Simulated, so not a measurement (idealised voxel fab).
The following is a process module called voxel capacitor over wiring.
The width of the displayed cross-section, cut, is 235 nm; its cells are square, with a size of 5 nm.
Reading order for cross-sections: top band down to bottom band. Underlying form: a grid of square cells. Band size: one or more rows of cells.
For a band, the entry starts with two heights in nm, that of the top and then that of the bottom, and carries on with the band's materials in order from left to right, each alongside its width in nm; the word "throughout" beside a single material means it fills the band edge to edge, and "empty" means empty space.
Convention: height 0 is the level below which the wafer, as received, is all one material. The lowest band does not terminate at the bottom but continues downward, represented as "0 and below".
A width given as "30 to 40" starts at the first number in the band's top row and ends at the second number in its bottom row, shifting by an equal amount at every step from row to row.
When a step is marked "no modifications", none of the cells in the cross-section changed during that step.
"Enclosed void inventory" contains a list of empty spaces, each no smaller than 8 cells and without an open way to the top, written in the form width x height at distance with the distance from the left edge and all three in nm.
after a step's settings: what the simulator itself notes on the step
overlay nm: right-of-plan distance of the mask on a masked step; negative values mean left-of-plan.
Each pair of cross-sections that follows straddles one process step: the one shows the state before the step, the other the state after it, down to the lowest band that changed and no further. The step in question, and its settings, are given under the pair. Note that a pair is not necessarily a continuation of the pair above it, since pairs can come from different runs of this module on the same starting wafer; it is a continuation only where its entry headed "Pre-step snapshot" says so.

### Pre-step snapshot
- 90 down to 75 = 80 of SiO2 | 15 of empty | 140 of SiO2
- 75 down to 70 = 65 of SiO2 | 70 of TiN | 100 of SiO2
- 70 down to 65 = 65 of SiO2 | 70 of SiN | 100 of SiO2
- 65 down to 55 = 65 of SiO2 | 80 of TiN | 90 of SiO2
- 55 down to 40 = 70 of SiO2 | 5 of TiN | 5 of Cu | 5 of TiN | 150 of SiO2
- 40 down to 35 = 70 of SiCN | 15 of TiN | 150 of SiCN
- 35 down to 20 = 55 of SiO2 | 5 of TiN | 20 of Cu | 5 of TiN | 65 of SiO2 | 5 of TiN | 20 of Cu | 5 of TiN | 55 of SiO2
- 20 down to 15 = 55 of SiCN | 30 of TiN | 65 of SiCN | 30 of TiN | 55 of SiCN
- 15 down to 0 = SiO2 throughout
- 0 and below = Si throughout
- Enclosed void inventory: none

### Post-Process Section
- 95 down to 90 = 85 of TiN | 5 of empty | 145 of TiN
- 90 down to 80 = 80 of SiO2 | 5 of TiN | 5 of empty | 5 of TiN | 140 of SiO2
- 80 down to 70 = 80 to 65 of SiO2 | 15 to 70 of TiN | 140 to 100 of SiO2
- Below 70, no change.
- Enclosed void inventory: none
Can you say which step sits between the two cross-sections above? CONFORMAL_DEP: material TiN, thk nm 5

Pre-step snapshot: no separate figure, the pair right above already shows it after its step.

### Post-Process Section
- 105 down to 95 = Ru throughout
- 95 down to 90 = 85 of TiN | 5 of Ru | 145 of TiN
- 90 down to 80 = 80 of SiO2 | 5 of TiN | 5 of Ru | 5 of TiN | 140 of SiO2
- Below 80, no change.
- Enclosed void inventory: none
Can you say which step sits between the two cross-sections above? FILL_DEP: material Ru, thk nm 10

Pre-step snapshot: no separate figure, the pair right above already shows it after its step.

### Post-Process Section
- 90 down to 80 = 80 of SiO2 | 5 of TiN | 5 of Ru | 5 of TiN | 140 of SiO2
- Below 80, no change.
- Enclosed void inventory: none
Can you say which step sits between the two cross-sections above? CMP: height nm 90

Pre-step snapshot: no separate figure, the pair right above already shows it after its step.

### Post-Process Section
- 95 down to 90 = SiCN throughout
- Below 90, no change.
- Enclosed void inventory: none
Can you say which step sits between the two cross-sections above? CONFORMAL_DEP: material SiCN, thk nm 5

### Pre-step snapshot
- 65 down to 55 = TiN throughout
- 55 down to 40 = 70 of SiO2 | 5 of TiN | 5 of Cu | 5 of TiN | 150 of SiO2
- 40 down to 35 = 70 of SiCN | 15 of TiN | 150 of SiCN
- 35 down to 20 = 55 of SiO2 | 5 of TiN | 20 of Cu | 5 of TiN | 65 of SiO2 | 5 of TiN | 20 of Cu | 5 of TiN | 55 of SiO2
- 20 down to 15 = 55 of SiCN | 30 of TiN | 65 of SiCN | 30 of TiN | 55 of SiCN
- 15 down to 0 = SiO2 throughout
- 0 and below = Si throughout
- Enclosed void inventory: none

### Post-Process Section
- 70 down to 65 = Cu throughout
- Below 65, no change.
- Enclosed void inventory: none
Can you say which step sits between the two cross-sections above? DIRECTIONAL_DEP: material Cu, thk nm 5

Pre-step snapshot: no separate figure, the pair right above already shows it after its step.

### Post-Process Section
- 75 down to 70 = TiN throughout
- Below 70, no change.
- Enclosed void inventory: none
Can you say which step sits between the two cross-sections above? DIRECTIONAL_DEP: material TiN, thk nm 5

Pre-step snapshot: no separate figure, the pair right above already shows it after its step.

### Post-Process Section
- 95 down to 75 = 70 of empty | 70 of resist | 95 of empty
- Below 75, no change.
- Enclosed void inventory: none
Can you say which step sits between the two cross-sections above? PATTERN: tone cover, mask id UPPER_PLATE, material resist, width nm 70, thk nm 20, overlay nm 0

Pre-step snapshot: no separate figure, the pair right above already shows it after its step.

### Post-Process Section
- 95 down to 75 = 70 of empty | 70 of resist | 95 of empty
- 75 down to 70 = 70 of empty | 70 of TiN | 95 of empty
- Below 70, no change.
- Enclosed void inventory: none
Can you say which step sits between the two cross-sections above? DIRECTIONAL_ETCH: etch materials TiN, depth nm 5

Pre-step snapshot: no separate figure, the pair right above already shows it after its step.

### Post-Process Section
- 75 down to 70 = 70 of empty | 70 of TiN | 95 of empty
- Below 70, no change.
- Enclosed void inventory: none
Can you say which step sits between the two cross-sections above? STRIP: etch materials resist

Pre-step snapshot: no separate figure, the pair right above already shows it after its step.

### Post-Process Section
- 95 down to 75 = 65 of empty | 80 of resist | 90 of empty
- 75 down to 70 = 65 of empty | 5 of resist | 70 of TiN | 5 of resist | 90 of empty
- Below 70, no change.
- Enclosed void inventory: none
Can you say which step sits between the two cross-sections above? PATTERN: tone cover, mask id LOWER_PLATE, material resist, width nm 80, thk nm 20, overlay nm 0

Pre-step snapshot: no separate figure, the pair right above already shows it after its step.

### Post-Process Section
- 75 down to 70 = 70 of empty | 70 of TiN | 95 of empty
- Below 70, no change.
- Enclosed void inventory: none
Can you say which step sits between the two cross-sections above? STRIP: etch materials resist

Pre-step snapshot: no separate figure, the pair right above already shows it after its step.

### Post-Process Section
- 95 down to 75 = SiO2 throughout
- 75 down to 70 = 70 of SiO2 | 70 of TiN | 95 of SiO2
- Below 70, no change.
- Enclosed void inventory: none
Can you say which step sits between the two cross-sections above? FILL_DEP: material SiO2, thk nm 20

Pre-step snapshot: no separate figure, the pair right above already shows it after its step.

### Post-Process Section
- 90 down to 75 = SiO2 throughout
- Below 75, no change.
- Enclosed void inventory: none
Can you say which step sits between the two cross-sections above? CMP: height nm 90

Pre-step snapshot: no separate figure, the pair right above already shows it after its step.

### Post-Process Section
- 100 down to 90 = aC throughout
- Below 90, no change.
- Enclosed void inventory: none
Can you say which step sits between the two cross-sections above? DIRECTIONAL_DEP: material aC, thk nm 10

Pre-step snapshot: no separate figure, the pair right above already shows it after its step.

### Post-Process Section
- 130 down to 100 = 80 of resist | 15 of empty | 140 of resist
- Below 100, no change.
- Enclosed void inventory: none
Can you say which step sits between the two cross-sections above? PATTERN: tone open, mask id PLUG_2, material resist, width nm 15, thk nm 30, overlay nm 0

Pre-step snapshot: no separate figure, the pair right above already shows it after its step.

### Post-Process Section
- 120 down to 100 = 80 of resist | 15 of empty | 140 of resist
- 100 down to 90 = 80 of aC | 15 of empty | 140 of aC
- Below 90, no change.
- Enclosed void inventory: none
Can you say which step sits between the two cross-sections above? DIRECTIONAL_ETCH: etch materials aC, depth nm 10

Pre-step snapshot: no separate figure, the pair right above already shows it after its step.

### Post-Process Section
- 100 down to 90 = 80 of aC | 15 of empty | 140 of aC
- Below 90, no change.
- Enclosed void inventory: none
Can you say which step sits between the two cross-sections above? STRIP: etch materials resist

Pre-step snapshot: no separate figure, the pair right above already shows it after its step.

### Post-Process Section
- 100 down to 90 = 80 of aC | 15 of empty | 140 of aC
- 90 down to 75 = 80 of SiO2 | 15 of empty | 140 of SiO2
- Below 75, no change.
- Enclosed void inventory: none
Can you say which step sits between the two cross-sections above? DIRECTIONAL_ETCH: etch materials SiO2, depth nm 15

Pre-step snapshot: no separate figure, the pair right above already shows it after its step.

### Post-Process Section
- 90 down to 75 = 80 of SiO2 | 15 of empty | 140 of SiO2
- Below 75, no change.
- Enclosed void inventory: none
Can you say which step sits between the two cross-sections above? STRIP: etch materials aC

Pre-step snapshot: no separate figure, the pair right above already shows it after its step.

### Post-Process Section
- 95 down to 90 = 85 of TiN | 5 of empty | 145 of TiN
- 90 down to 80 = 80 of SiO2 | 5 of TiN | 5 of empty | 5 of TiN | 140 of SiO2
- 80 down to 70 = 80 to 70 of SiO2 | 15 to 70 of TiN | 140 to 95 of SiO2
- Below 70, no change.
- Enclosed void inventory: none
Can you say which step sits between the two cross-sections above? CONFORMAL_DEP: material TiN, thk nm 5

Pre-step snapshot: no separate figure, the pair right above already shows it after its step.

### Post-Process Section
- 105 down to 95 = Ru throughout
- 95 down to 90 = 85 of TiN | 5 of Ru | 145 of TiN
- 90 down to 80 = 80 of SiO2 | 5 of TiN | 5 of Ru | 5 of TiN | 140 of SiO2
- Below 80, no change.
- Enclosed void inventory: none
Can you say which step sits between the two cross-sections above? FILL_DEP: material Ru, thk nm 10

Pre-step snapshot: no separate figure, the pair right above already shows it after its step.

### Post-Process Section
- 90 down to 80 = 80 of SiO2 | 5 of TiN | 5 of Ru | 5 of TiN | 140 of SiO2
- Below 80, no change.
- Enclosed void inventory: none
Can you say which step sits between the two cross-sections above? CMP: height nm 90

Pre-step snapshot: no separate figure, the pair right above already shows it after its step.

### Post-Process Section
- 95 down to 90 = SiCN throughout
- Below 90, no change.
- Enclosed void inventory: none
Can you say which step sits between the two cross-sections above? CONFORMAL_DEP: material SiCN, thk nm 5

### Pre-step snapshot
- 75 down to 70 = TiN throughout
- 70 down to 65 = SiN throughout
- 65 down to 55 = TiN throughout
- 55 down to 40 = 70 of SiO2 | 5 of TiN | 5 of Cu | 5 of TiN | 150 of SiO2
- 40 down to 35 = 70 of SiCN | 15 of TiN | 150 of SiCN
- 35 down to 20 = 55 of SiO2 | 5 of TiN | 20 of Cu | 5 of TiN | 65 of SiO2 | 5 of TiN | 20 of Cu | 5 of TiN | 55 of SiO2
- 20 down to 15 = 55 of SiCN | 30 of TiN | 65 of SiCN | 30 of TiN | 55 of SiCN
- 15 down to 0 = SiO2 throughout
- 0 and below = Si throughout
- Enclosed void inventory: none

### Post-Process Section
- 95 down to 75 = 70 of resist | 70 of empty | 95 of resist
- Below 75, no change.
- Enclosed void inventory: none
Can you say which step sits between the two cross-sections above? PATTERN: tone open, mask id UPPER_PLATE, material resist, width nm 70, thk nm 20, overlay nm 0

Pre-step snapshot: no separate figure, the pair right above already shows it after its step.

### Post-Process Section
- 95 down to 75 = 70 of resist | 70 of empty | 95 of resist
- 75 down to 70 = 70 of TiN | 70 of empty | 95 of TiN
- Below 70, no change.
- Enclosed void inventory: none
Can you say which step sits between the two cross-sections above? DIRECTIONAL_ETCH: etch materials TiN, depth nm 5

Pre-step snapshot: no separate figure, the pair right above already shows it after its step.

### Post-Process Section
- 95 down to 75 = 70 of resist | 70 of empty | 95 of resist
- 75 down to 70 = 70 of TiN | 70 of empty | 95 of TiN
- 70 down to 65 = 70 of SiN | 70 of empty | 95 of SiN
- Below 65, no change.
- Enclosed void inventory: none
Can you say which step sits between the two cross-sections above? DIRECTIONAL_ETCH: etch materials SiN, depth nm 5

Pre-step snapshot: no separate figure, the pair right above already shows it after its step.

### Post-Process Section
- 75 down to 70 = 70 of TiN | 70 of empty | 95 of TiN
- Below 70, no change.
- Enclosed void inventory: none
Can you say which step sits between the two cross-sections above? STRIP: etch materials resist

Pre-step snapshot: no separate figure, the pair right above already shows it after its step.

### Post-Process Section
- 95 down to 75 = 65 of empty | 80 of resist | 90 of empty
- 75 down to 70 = 70 of TiN | 70 of resist | 95 of TiN
- 70 down to 65 = 70 of SiN | 70 of resist | 95 of SiN
- Below 65, no change.
- Enclosed void inventory: none
Can you say which step sits between the two cross-sections above? PATTERN: tone cover, mask id LOWER_PLATE, material resist, width nm 80, thk nm 20, overlay nm 0

Pre-step snapshot: no separate figure, the pair right above already shows it after its step.

### Post-Process Section
- 95 down to 75 = 65 of empty | 80 of resist | 90 of empty
- 75 down to 70 = 65 of empty | 5 of TiN | 70 of resist | 5 of TiN | 90 of empty
- Below 70, no change.
- Enclosed void inventory: none
Can you say which step sits between the two cross-sections above? DIRECTIONAL_ETCH: etch materials TiN, depth nm 10

Pre-step snapshot: no separate figure, the pair right above already shows it after its step.

### Post-Process Section
- 75 down to 70 = 65 of empty | 5 of TiN | 70 of empty | 5 of TiN | 90 of empty
- 70 down to 65 = 70 of SiN | 70 of empty | 95 of SiN
- Below 65, no change.
- Enclosed void inventory: none
Can you say which step sits between the two cross-sections above? STRIP: etch materials resist

Pre-step snapshot: no separate figure, the pair right above already shows it after its step.

### Post-Process Section
- 95 down to 75 = SiO2 throughout
- 75 down to 70 = 65 of SiO2 | 5 of TiN | 70 of SiO2 | 5 of TiN | 90 of SiO2
- 70 down to 65 = 70 of SiN | 70 of SiO2 | 95 of SiN
- Below 65, no change.
- Enclosed void inventory: none
Can you say which step sits between the two cross-sections above? FILL_DEP: material SiO2, thk nm 20

Pre-step snapshot: no separate figure, the pair right above already shows it after its step.

### Post-Process Section
- 90 down to 75 = SiO2 throughout
- Below 75, no change.
- Enclosed void inventory: none
Can you say which step sits between the two cross-sections above? CMP: height nm 90

Pre-step snapshot: no separate figure, the pair right above already shows it after its step.

### Post-Process Section
- 100 down to 90 = aC throughout
- Below 90, no change.
- Enclosed void inventory: none
Can you say which step sits between the two cross-sections above? DIRECTIONAL_DEP: material aC, thk nm 10

Pre-step snapshot: no separate figure, the pair right above already shows it after its step.

### Post-Process Section
- 130 down to 100 = 80 of resist | 15 of empty | 140 of resist
- Below 100, no change.
- Enclosed void inventory: none
Can you say which step sits between the two cross-sections above? PATTERN: tone open, mask id PLUG_2, material resist, width nm 15, thk nm 30, overlay nm 0

Pre-step snapshot: no separate figure, the pair right above already shows it after its step.

### Post-Process Section
- 120 down to 100 = 80 of resist | 15 of empty | 140 of resist
- 100 down to 90 = 80 of aC | 15 of empty | 140 of aC
- Below 90, no change.
- Enclosed void inventory: none
Can you say which step sits between the two cross-sections above? DIRECTIONAL_ETCH: etch materials aC, depth nm 10

Pre-step snapshot: no separate figure, the pair right above already shows it after its step.

### Post-Process Section
- 100 down to 90 = 80 of aC | 15 of empty | 140 of aC
- Below 90, no change.
- Enclosed void inventory: none
Can you say which step sits between the two cross-sections above? STRIP: etch materials resist

Pre-step snapshot: no separate figure, the pair right above already shows it after its step.

### Post-Process Section
- 100 down to 90 = 80 of aC | 15 of empty | 140 of aC
- 90 down to 75 = 80 of SiO2 | 15 of empty | 140 of SiO2
- Below 75, no change.
- Enclosed void inventory: none
Can you say which step sits between the two cross-sections above? DIRECTIONAL_ETCH: etch materials SiO2, depth nm 15

Pre-step snapshot: no separate figure, the pair right above already shows it after its step.

### Post-Process Section
- 90 down to 75 = 80 of SiO2 | 15 of empty | 140 of SiO2
- Below 75, no change.
- Enclosed void inventory: none
Can you say which step sits between the two cross-sections above? STRIP: etch materials aC

Pre-step snapshot: no separate figure, the pair right above already shows it after its step.

### Post-Process Section
- 95 down to 90 = 85 of TiN | 5 of empty | 145 of TiN
- 90 down to 80 = 80 of SiO2 | 5 of TiN | 5 of empty | 5 of TiN | 140 of SiO2
- 80 down to 75 = 80 of SiO2 | 15 of TiN | 140 of SiO2
- Below 75, no change.
- Enclosed void inventory: none
Can you say which step sits between the two cross-sections above? CONFORMAL_DEP: material TiN, thk nm 5

Pre-step snapshot: no separate figure, the pair right above already shows it after its step.

### Post-Process Section
- 105 down to 95 = Ru throughout
- 95 down to 90 = 85 of TiN | 5 of Ru | 145 of TiN
- 90 down to 80 = 80 of SiO2 | 5 of TiN | 5 of Ru | 5 of TiN | 140 of SiO2
- Below 80, no change.
- Enclosed void inventory: none
Can you say which step sits between the two cross-sections above? FILL_DEP: material Ru, thk nm 10

Pre-step snapshot: no separate figure, the pair right above already shows it after its step.

### Post-Process Section
- 90 down to 80 = 80 of SiO2 | 5 of TiN | 5 of Ru | 5 of TiN | 140 of SiO2
- Below 80, no change.
- Enclosed void inventory: none
Can you say which step sits between the two cross-sections above? CMP: height nm 90

Pre-step snapshot: no separate figure, the pair right above already shows it after its step.

### Post-Process Section
- 95 down to 90 = SiCN throughout
- Below 90, no change.
- Enclosed void inventory: none
Can you say which step sits between the two cross-sections above? CONFORMAL_DEP: material SiCN, thk nm 5
